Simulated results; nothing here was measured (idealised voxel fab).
Documented hereafter: the process module known as voxel capacitor over wiring.
Shown is cross-section cut, with a width of 270 nm and square cells of size 5 nm.
Each cross-section below is a grid of square cells, stated as bands in top-down order, with one or more rows of cells making up each band.
What a band's entry tells you: where the top is and where the bottom is, as heights in nm, and after that what lies inside, material by material from left to right, each with its width in nm. Empty space is written as the word "empty", and a single material marked with the word "everywhere" occupies the band from edge to edge.
Heights from 0 (as-received wafer is one material below). Bottom band endless downward, as "0 and below".
The width entry "30..40" should be interpreted row by row: the top row of cells in the band takes the first number, the bottom row takes the second number, and the change between adjacent rows is uniform throughout.
It should be understood that the words "remained unchanged", when stated for a given step, signify that the cross-section underwent no change in any of its cells during that step.
"Tabulated closed voids" contains a list of empty spaces, each no smaller than 8 cells and without an open way to the top, written in the form width x height at distance with the distance from the left edge and all three in nm.
If you see something after the settings on a step's line, that's the simulator's own remark about that step.
The optional step-line setting "overlay nm" applies to steps with a mask and quantifies how far to the right of its planned location the mask lay, a negative value indicating leftward placement.

### The following list gives the planned process steps
step 1: RECEIVE (material Si)
step 2: CONFORMAL_DEP (material SiO2; thk nm 15)
step 3: CONFORMAL_DEP (material SiN; thk nm 5)
step 4: DIRECTIONAL_DEP (material lowk; thk nm 20)
step 5: DIRECTIONAL_DEP (material aC; thk nm 10)
step 6: PATTERN (tone open; mask id METAL_1; material resist; width nm 20; pitch nm 75; thk nm 30; overlay nm 0)
step 7: DIRECTIONAL_ETCH (etch materials aC; depth nm 10)
step 8: STRIP (etch materials resist)
step 9: DIRECTIONAL_ETCH (etch materials lowk; depth nm 20)
step 10: DIRECTIONAL_ETCH (etch materials SiN; depth nm 5)
step 11: STRIP (etch materials aC)
step 12: CONFORMAL_DEP (material TiN; thk nm 5)
step 13: FILL_DEP (material W; thk nm 10)
step 14: CMP (height nm 40)
step 15: EPI (material Ru; thk nm 5)
step 16: FILL_DEP (material SiCN; thk nm 5)
step 17: DIRECTIONAL_DEP (material lowk; thk nm 20)
step 18: DIRECTIONAL_DEP (material aC; thk nm 15)
step 19: PATTERN (tone open; mask id PLUG_1; material resist; width nm 15; thk nm 35; overlay nm 0)
step 20: DIRECTIONAL_ETCH (etch materials aC; depth nm 15)
step 21: STRIP (etch materials resist)
step 22: DIRECTIONAL_ETCH (etch materials lowk; depth nm 20)
step 23: DIRECTIONAL_ETCH (etch materials SiCN; depth nm 5)
step 24: STRIP (etch materials aC)
step 25: CONFORMAL_DEP (material TiN; thk nm 5)
step 26: FILL_DEP (material W; thk nm 10)
step 27: CMP (height nm 70)
step 28: DIRECTIONAL_DEP (material TiN; thk nm 10)
step 29: DIRECTIONAL_DEP (material SiN; thk nm 5)
step 30: DIRECTIONAL_DEP (material TiN; thk nm 5)
step 31: MASKED_ETCH (tone cover; mask id UPPER_PLATE; width nm 60; etch materials TiN; depth nm 5; overlay nm 0)
step 32: MASKED_ETCH (tone cover; mask id UPPER_PLATE; width nm 60; etch materials SiN; depth nm 5; overlay nm 0)
step 33: PATTERN (tone cover; mask id LOWER_PLATE; material resist; width nm 70; thk nm 15; overlay nm 0)
step 34: DIRECTIONAL_ETCH (etch materials TiN; depth nm 10)
step 35: STRIP (etch materials resist)
step 36: FILL_DEP (material SiO2; thk nm 15)
step 37: CMP (height nm 100)
step 38: DIRECTIONAL_DEP (material aC; thk nm 10)
step 39: PATTERN (tone open; mask id PLUG_2; material resist; width nm 15; thk nm 30; overlay nm 0)
step 40: DIRECTIONAL_ETCH (etch materials aC; depth nm 10)
step 41: STRIP (etch materials resist)
step 42: DIRECTIONAL_ETCH (etch materials SiO2; depth nm 10)
step 43: STRIP (etch materials aC)
step 44: CONFORMAL_DEP (material TiN; thk nm 5)
step 45: FILL_DEP (material Ru; thk nm 10)
step 46: CMP (height nm 100)
step 47: CONFORMAL_DEP (material SiN; thk nm 5)

### First out of two wafers; run went to plan

### Cross-section, incoming material, after step 1
> 0 and below: Si everywhere
> Tabulated closed voids: none

### Cross-sectional representation of the wafer at the conclusion of step 2
> 15 down to 0: SiO2 everywhere
> Below 0 it's all the same as before, nothing changed down there.

### Cross-sectional representation of the wafer at the conclusion of step 3
> 20 down to 15: SiN everywhere
> Below 15 it's all the same as before, nothing changed down there.

### Cross-sectional representation of the wafer at the conclusion of step 4
> 40 down to 20: lowk everywhere
> Below 20 it's all the same as before, nothing changed down there.

### Cross-sectional representation of the wafer at the conclusion of step 5
> 50 down to 40: aC everywhere
> Below 40 it's all the same as before, nothing changed down there.

### Cross-sectional representation of the wafer at the conclusion of step 6
> 80 down to 50: resist=85 / empty=20 / resist=55 / empty=20 / resist=90
> Below 50 it's all the same as before, nothing changed down there.

### Cross-sectional representation of the wafer at the conclusion of step 7
> 70 down to 50: resist=85 / empty=20 / resist=55 / empty=20 / resist=90
> 50 down to 40: aC=85 / empty=20 / aC=55 / empty=20 / aC=90
> Below 40 it's all the same as before, nothing changed down there.

### Cross-sectional representation of the wafer at the conclusion of step 8
> 50 down to 40: aC=85 / empty=20 / aC=55 / empty=20 / aC=90
> Below 40 it's all the same as before, nothing changed down there.

### Cross-sectional representation of the wafer at the conclusion of step 9
> 50 down to 40: aC=85 / empty=20 / aC=55 / empty=20 / aC=90
> 40 down to 20: lowk=85 / empty=20 / lowk=55 / empty=20 / lowk=90
> Below 20 it's all the same as before, nothing changed down there.

### Cross-sectional representation of the wafer at the conclusion of step 10
> 50 down to 40: aC=85 / empty=20 / aC=55 / empty=20 / aC=90
> 40 down to 20: lowk=85 / empty=20 / lowk=55 / empty=20 / lowk=90
> 20 down to 15: SiN=85 / empty=20 / SiN=55 / empty=20 / SiN=90
> Below 15 it's all the same as before, nothing changed down there.

### Cross-sectional representation of the wafer at the conclusion of step 11
> 40 down to 20: lowk=85 / empty=20 / lowk=55 / empty=20 / lowk=90
> Below 20 it's all the same as before, nothing changed down there.

### Cross-sectional representation of the wafer at the conclusion of step 12
> 45 down to 40: TiN=90 / empty=10 / TiN=65 / empty=10 / TiN=95
> 40 down to 20: lowk=85 / TiN=5 / empty=10 / TiN=5 / lowk=55 / TiN=5 / empty=10 / TiN=5 / lowk=90
> 20 down to 15: SiN=85 / TiN=20 / SiN=55 / TiN=20 / SiN=90
> Below 15 it's all the same as before, nothing changed down there.

### Cross-sectional representation of the wafer at the conclusion of step 13
> 55 down to 45: W everywhere
> 45 down to 40: TiN=90 / W=10 / TiN=65 / W=10 / TiN=95
> 40 down to 20: lowk=85 / TiN=5 / W=10 / TiN=5 / lowk=55 / TiN=5 / W=10 / TiN=5 / lowk=90
> Below 20 it's all the same as before, nothing changed down there.

### Cross-sectional representation of the wafer at the conclusion of step 14
> 40 down to 20: lowk=85 / TiN=5 / W=10 / TiN=5 / lowk=55 / TiN=5 / W=10 / TiN=5 / lowk=90
> Below 20 it's all the same as before, nothing changed down there.

### Cross-sectional representation of the wafer at the conclusion of step 15
> 45 down to 40: empty=80 / Ru=30 / empty=45 / Ru=30 / empty=85
> Below 40 it's all the same as before, nothing changed down there.

### Cross-sectional representation of the wafer at the conclusion of step 16
> 50 down to 45: SiCN everywhere
> 45 down to 40: SiCN=80 / Ru=30 / SiCN=45 / Ru=30 / SiCN=85
> Below 40 it's all the same as before, nothing changed down there.

### Cross-sectional representation of the wafer at the conclusion of step 17
> 70 down to 50: lowk everywhere
> Below 50 it's all the same as before, nothing changed down there.

### Cross-sectional representation of the wafer at the conclusion of step 18
> 85 down to 70: aC everywhere
> Below 70 it's all the same as before, nothing changed down there.

### Cross-sectional representation of the wafer at the conclusion of step 19
> 120 down to 85: resist=90 / empty=15 / resist=165
> Below 85 it's all the same as before, nothing changed down there.

### Cross-sectional representation of the wafer at the conclusion of step 20
> 105 down to 85: resist=90 / empty=15 / resist=165
> 85 down to 70: aC=90 / empty=15 / aC=165
> Below 70 it's all the same as before, nothing changed down there.

### Cross-sectional representation of the wafer at the conclusion of step 21
> 85 down to 70: aC=90 / empty=15 / aC=165
> Below 70 it's all the same as before, nothing changed down there.

### Cross-sectional representation of the wafer at the conclusion of step 22
> 85 down to 70: aC=90 / empty=15 / aC=165
> 70 down to 50: lowk=90 / empty=15 / lowk=165
> Below 50 it's all the same as before, nothing changed down there.

### Cross-sectional representation of the wafer at the conclusion of step 23
> 85 down to 70: aC=90 / empty=15 / aC=165
> 70 down to 50: lowk=90 / empty=15 / lowk=165
> 50 down to 45: SiCN=90 / empty=15 / SiCN=165
> Below 45 it's all the same as before, nothing changed down there.

### Cross-sectional representation of the wafer at the conclusion of step 24
> 70 down to 50: lowk=90 / empty=15 / lowk=165
> Below 50 it's all the same as before, nothing changed down there.

### Cross-sectional representation of the wafer at the conclusion of step 25
> 75 down to 70: TiN=95 / empty=5 / TiN=170
> 70 down to 50: lowk=90 / TiN=5 / empty=5 / TiN=5 / lowk=165
> 50 down to 45: SiCN=90 / TiN=15 / SiCN=165
> Below 45 it's all the same as before, nothing changed down there.

### Cross-sectional representation of the wafer at the conclusion of step 26
> 85 down to 75: W everywhere
> 75 down to 70: TiN=95 / W=5 / TiN=170
> 70 down to 50: lowk=90 / TiN=5 / W=5 / TiN=5 / lowk=165
> Below 50 it's all the same as before, nothing changed down there.

### Cross-sectional representation of the wafer at the conclusion of step 27
> 70 down to 50: lowk=90 / TiN=5 / W=5 / TiN=5 / lowk=165
> Below 50 it's all the same as before, nothing changed down there.

### Cross-sectional representation of the wafer at the conclusion of step 28
> 80 down to 70: TiN everywhere
> Below 70 it's all the same as before, nothing changed down there.

### Cross-sectional representation of the wafer at the conclusion of step 29
> 85 down to 80: SiN everywhere
> Below 80 it's all the same as before, nothing changed down there.

### Cross-sectional representation of the wafer at the conclusion of step 30
> 90 down to 85: TiN everywhere
> Below 85 it's all the same as before, nothing changed down there.

### Cross-sectional representation of the wafer at the conclusion of step 31
> 90 down to 85: empty=90 / TiN=60 / empty=120
> Below 85 it's all the same as before, nothing changed down there.

### Cross-sectional representation of the wafer at the conclusion of step 32
> 90 down to 85: empty=90 / TiN=60 / empty=120
> 85 down to 80: empty=90 / SiN=60 / empty=120
> Below 80 it's all the same as before, nothing changed down there.

### Cross-sectional representation of the wafer at the conclusion of step 33
> 105 down to 90: empty=85 / resist=70 / empty=115
> 90 down to 85: empty=85 / resist=5 / TiN=60 / resist=5 / empty=115
> 85 down to 80: empty=85 / resist=5 / SiN=60 / resist=5 / empty=115
> Below 80 it's all the same as before, nothing changed down there.

### Cross-sectional representation of the wafer at the conclusion of step 34
> 105 down to 90: empty=85 / resist=70 / empty=115
> 90 down to 85: empty=85 / resist=5 / TiN=60 / resist=5 / empty=115
> 85 down to 80: empty=85 / resist=5 / SiN=60 / resist=5 / empty=115
> 80 down to 70: empty=85 / TiN=70 / empty=115
> Below 70 it's all the same as before, nothing changed down there.

### Cross-sectional representation of the wafer at the conclusion of step 35
> 90 down to 85: empty=90 / TiN=60 / empty=120
> 85 down to 80: empty=90 / SiN=60 / empty=120
> Below 80 it's all the same as before, nothing changed down there.

### Cross-sectional representation of the wafer at the conclusion of step 36
> 105 down to 90: SiO2 everywhere
> 90 down to 85: SiO2=90 / TiN=60 / SiO2=120
> 85 down to 80: SiO2=90 / SiN=60 / SiO2=120
> 80 down to 70: SiO2=85 / TiN=70 / SiO2=115
> Below 70 it's all the same as before, nothing changed down there.

### Cross-sectional representation of the wafer at the conclusion of step 37
> 100 down to 90: SiO2 everywhere
> Below 90 it's all the same as before, nothing changed down there.

### Cross-sectional representation of the wafer at the conclusion of step 38
> 110 down to 100: aC everywhere
> Below 100 it's all the same as before, nothing changed down there.

### Cross-sectional representation of the wafer at the conclusion of step 39
> 140 down to 110: resist=100 / empty=15 / resist=155
> Below 110 it's all the same as before, nothing changed down there.

### Cross-sectional representation of the wafer at the conclusion of step 40
> 130 down to 110: resist=100 / empty=15 / resist=155
> 110 down to 100: aC=100 / empty=15 / aC=155
> Below 100 it's all the same as before, nothing changed down there.

### Cross-sectional representation of the wafer at the conclusion of step 41
> 110 down to 100: aC=100 / empty=15 / aC=155
> Below 100 it's all the same as before, nothing changed down there.

### Cross-sectional representation of the wafer at the conclusion of step 42
> 110 down to 100: aC=100 / empty=15 / aC=155
> 100 down to 90: SiO2=100 / empty=15 / SiO2=155
> Below 90 it's all the same as before, nothing changed down there.

### Cross-sectional representation of the wafer at the conclusion of step 43
> 100 down to 90: SiO2=100 / empty=15 / SiO2=155
> Below 90 it's all the same as before, nothing changed down there.

### Cross-sectional representation of the wafer at the conclusion of step 44
> 105 down to 100: TiN=105 / empty=5 / TiN=160
> 100 down to 95: SiO2=100 / TiN=5 / empty=5 / TiN=5 / SiO2=155
> 95 down to 85: SiO2=100..90 / TiN=15..60 / SiO2=155..120
> Below 85 it's all the same as before, nothing changed down there.

### Cross-sectional representation of the wafer at the conclusion of step 45
> 115 down to 105: Ru everywhere
> 105 down to 100: TiN=105 / Ru=5 / TiN=160
> 100 down to 95: SiO2=100 / TiN=5 / Ru=5 / TiN=5 / SiO2=155
> Below 95 it's all the same as before, nothing changed down there.

### Cross-sectional representation of the wafer at the conclusion of step 46
> 100 down to 95: SiO2=100 / TiN=5 / Ru=5 / TiN=5 / SiO2=155
> Below 95 it's all the same as before, nothing changed down there.

### Cross-sectional representation of the wafer at the conclusion of step 47
> 105 down to 100: SiN everywhere
> Below 100 it's all the same as before, nothing changed down there.

### Second wafer: same start and same plan as the first, one execution error; identical to the first through step 38

### Second wafer at the planned finish of step 39, seen in cross-section
> 140 down to 110: resist=105 / empty=15 / resist=150
> Below 110 it's all the same as before, nothing changed down there.

### Second wafer at the planned finish of step 40, seen in cross-section
> 130 down to 110: resist=105 / empty=15 / resist=150
> 110 down to 100: aC=105 / empty=15 / aC=150
> Below 100 it's all the same as before, nothing changed down there.

### Second wafer at the planned finish of step 41, seen in cross-section
> 110 down to 100: aC=105 / empty=15 / aC=150
> Below 100 it's all the same as before, nothing changed down there.

### Second wafer at the planned finish of step 42, seen in cross-section
> 110 down to 100: aC=105 / empty=15 / aC=150
> 100 down to 90: SiO2=105 / empty=15 / SiO2=150
> Below 90 it's all the same as before, nothing changed down there.

### Second wafer at the planned finish of step 43, seen in cross-section
> 100 down to 90: SiO2=105 / empty=15 / SiO2=150
> Below 90 it's all the same as before, nothing changed down there.

### Second wafer at the planned finish of step 44, seen in cross-section
> 105 down to 100: TiN=110 / empty=5 / TiN=155
> 100 down to 95: SiO2=105 / TiN=5 / empty=5 / TiN=5 / SiO2=150
> 95 down to 85: SiO2=105..90 / TiN=15..60 / SiO2=150..120
> Below 85 it's all the same as before, nothing changed down there.

### Second wafer at the planned finish of step 45, seen in cross-section
> 115 down to 105: Ru everywhere
> 105 down to 100: TiN=110 / Ru=5 / TiN=155
> 100 down to 95: SiO2=105 / TiN=5 / Ru=5 / TiN=5 / SiO2=150
> Below 95 it's all the same as before, nothing changed down there.

### Second wafer at the planned finish of step 46, seen in cross-section
> 100 down to 95: SiO2=105 / TiN=5 / Ru=5 / TiN=5 / SiO2=150
> Below 95 it's all the same as before, nothing changed down there.

### Second wafer at the planned finish of step 47, seen in cross-section
> 105 down to 100: SiN everywhere
> Below 100 it's all the same as before, nothing changed down there.
Short version of what went wrong: heads up, step 39 didn't go per plan, it actually ran as PATTERN (tone open; mask id PLUG_2; material resist; width nm 15; thk nm 30; overlay nm 5)
At the end, each material covers as many cells on the second wafer as it does on the first, though the cells it covers are elsewhere.
